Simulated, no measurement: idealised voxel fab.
voxel air gaps: a process module
215 nm wide, 5 nm square cells: that's cross-section cut.
Cross-section, as written here: a square-cell grid given band by band from the top down, where a band holds one or more rows of cells. Per band: top height and bottom height in nm, followed by the left-to-right materials and their widths in nm; "full width" marks a single material spanning edge to edge, "empty" marks empty space. Counting heights begins at 0, where everything beneath is, in the wafer as received, one material. The lowest band has no bottom; it goes on downwards, as "from 0 down" shows. With a width like "30 to 40", each row of cells in the band differs from the next by the same amount, the top row carrying the first number and the bottom row the second. Where a step carries "no alterations made", the cross-section came out of it unchanged, cell for cell. In the "Enclosed void entries" entry, you get each enclosed empty space of 8 cells or more, one with no open way to the top, written width x height at distance, distance from the left edge, in nm. Past the settings on a step's line: simulator remark, on that step. overlay nm: mask right of planned place by this much (step with mask). Neg. = left.

## Here's what the planned process steps look like
- 1: RECEIVE,material Si
- 2: CONFORMAL_DEP,material SiO2,thk nm 15
- 3: CONFORMAL_DEP,material SiCN,thk nm 5
- 4: DIRECTIONAL_DEP,material SiO2,thk nm 30
- 5: PATTERN,tone open,mask id LINES,material resist,width nm 15,pitch nm 45,thk nm 20,overlay nm 0
- 6: DIRECTIONAL_ETCH,etch materials SiO2,depth nm 30
- 7: STRIP,etch materials resist
- 8: CONFORMAL_DEP,material TiN,thk nm 5
- 9: FILL_DEP,material W,thk nm 5
- 10: CMP,height nm 50
- 11: EPI,material Ru,thk nm 10
- 12: SELECTIVE_ETCH,etch materials SiO2,depth nm 40
- 13: CONFORMAL_DEP,material SiCN,thk nm 5
The plan shows the thk nm of step 3 as the first wafer had it; this setting differs between the wafers, which start out alike.

## Cross-sectional view of the first of several wafers in the as-received condition, corresponding to the state following step 1
	from 0 down  Si full width
	Enclosed void entries: none

## End of module, by wafer: material-by-material cell gain (+) or loss (-) since receipt, then closed voids
thk nm 5, +56 Ru, +182 SiCN, +129 SiO2, +52 TiN, +20 W, Enclosed void entries: 20 x 20 at 50; 20 x 20 at 95; 20 x 20 at 140
thk nm 10, +56 Ru, +217 SiCN, +129 SiO2, +44 TiN, +16 W, Enclosed void entries: 20 x 15 at 50; 20 x 15 at 95; 20 x 15 at 140
thk nm 15, +56 Ru, +252 SiCN, +129 SiO2, +36 TiN, +12 W, Enclosed void entries: 20 x 10 at 50; 20 x 10 at 95; 20 x 10 at 140
thk nm 20, +56 Ru, +287 SiCN, +129 SiO2, +28 TiN, +8 W, Enclosed void entries: none
